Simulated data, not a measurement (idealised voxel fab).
Module name: voxel capacitor over wiring (process module)
The width of the displayed cross-section, cut, is 215 nm; its cells are square, with a size of 5 nm.
A cross-section is written here as square cells arranged in a grid, and it is given in bands from the top down, each band taking up one or more rows of cells. Band entry format. Leading values: height of top, height of bottom, nm. Remainder: materials in left-to-right order, each with its width in nm. Special words: "full width" on a single material, which then fills the band edge to edge; "empty", empty space. Height reference: 0 = level under which incoming wafer is all one material. Lowest band: no bottom, runs on downward, e.g. "0..down". The width entry "30..40" should be interpreted row by row: the top row of cells in the band takes the first number, the bottom row takes the second number, and the change between adjacent rows is uniform throughout. Where a step carries "left unchanged", the cross-section came out of it unchanged, cell for cell. Heads up: "Enclosed cavity list" only lists the empty pockets with no open path to the top that are 8 cells or more, and it writes them as width x height at distance, distance from the left edge, in nm. Text after the settings on a step's line: the simulator's own remark on that step. On any step carrying a mask, the "overlay nm" setting, if present on the step's line, tells how far right of its planned place the mask lay; negative values point to the left.

The steps planned for the process are as follows
1,RECEIVE | material Si
2,CONFORMAL_DEP | material SiO2 | thk nm 15
3,CONFORMAL_DEP | material SiN | thk nm 5
4,DIRECTIONAL_DEP | material lowk | thk nm 25
5,DIRECTIONAL_DEP | material aC | thk nm 10
6,PATTERN | tone open | mask id METAL_1 | material resist | width nm 25 | pitch nm 75 | thk nm 30 | overlay nm 0
7,DIRECTIONAL_ETCH | etch materials aC | depth nm 10
8,STRIP | etch materials resist
9,DIRECTIONAL_ETCH | etch materials lowk | depth nm 25
10,DIRECTIONAL_ETCH | etch materials SiN | depth nm 5
11,STRIP | etch materials aC
12,CONFORMAL_DEP | material TiN | thk nm 5
13,FILL_DEP | material W | thk nm 10
14,CMP | height nm 45
15,EPI | material Ru | thk nm 5
16,FILL_DEP | material SiCN | thk nm 5
17,DIRECTIONAL_DEP | material SiO2 | thk nm 20
18,PATTERN | tone open | mask id PLUG_1 | material resist | width nm 15 | thk nm 20 | overlay nm 0
19,DIRECTIONAL_ETCH | etch materials SiO2 | depth nm 20
20,DIRECTIONAL_ETCH | etch materials SiCN | depth nm 5
21,STRIP | etch materials resist
22,CONFORMAL_DEP | material TiN | thk nm 5
23,FILL_DEP | material Cu | thk nm 5
24,CMP | height nm 75
25,DIRECTIONAL_DEP | material TiN | thk nm 10
26,DIRECTIONAL_DEP | material HfO2 | thk nm 5
27,DIRECTIONAL_DEP | material TiN | thk nm 10
28,MASKED_ETCH | tone cover | mask id UPPER_PLATE | width nm 55 | etch materials TiN | depth nm 10 | overlay nm 0
29,MASKED_ETCH | tone cover | mask id UPPER_PLATE | width nm 55 | etch materials HfO2 | depth nm 5 | overlay nm 0
30,PATTERN | tone cover | mask id LOWER_PLATE | material resist | width nm 65 | thk nm 20 | overlay nm 0
31,DIRECTIONAL_ETCH | etch materials TiN | depth nm 10
32,STRIP | etch materials resist
33,FILL_DEP | material SiO2 | thk nm 15
34,CMP | height nm 110
35,MASKED_ETCH | tone open | mask id PLUG_2 | width nm 15 | etch materials SiO2 | depth nm 10 | overlay nm 0
36,CONFORMAL_DEP | material TiN | thk nm 5
37,FILL_DEP | material Ru | thk nm 10
38,CMP | height nm 110
39,CONFORMAL_DEP | material SiN | thk nm 5

Incoming wafer, cross-sectional view, post step 1
- 0..down = Si full width
- Enclosed cavity list: none

Wafer at module end, in section. Began as above, planned as above, run with one mistake
- 115..110 = SiN full width
- 110..105 = SiO2 (75), then TiN (5), then Ru (5), then TiN (5), then SiO2 (125)
- 105..100 = SiO2 (75), then TiN (15), then SiO2 (125)
- 100..90 = SiO2 (65), then TiN (55), then SiO2 (95)
- 90..85 = SiO2 (65), then HfO2 (55), then SiO2 (95)
- 85..75 = SiO2 (60), then TiN (65), then SiO2 (90)
- 75..55 = SiO2 (65), then TiN (5), then Cu (5), then TiN (5), then SiO2 (135)
- 55..50 = SiCN (65), then TiN (15), then SiCN (135)
- 50..45 = Ru full width
- 45..40 = TiN (60), then W (15), then TiN (60), then W (15), then TiN (65)
- 40..20 = lowk (55), then TiN (5), then W (15), then TiN (5), then lowk (50), then TiN (5), then W (15), then TiN (5), then lowk (60)
- 20..15 = lowk (55), then TiN (25), then lowk (50), then TiN (25), then lowk (60)
- 15..0 = SiO2 full width
- 0..down = Si full width
- Enclosed cavity list: none
Here's what went sideways: step 3 of the plan was excluded from execution and never run
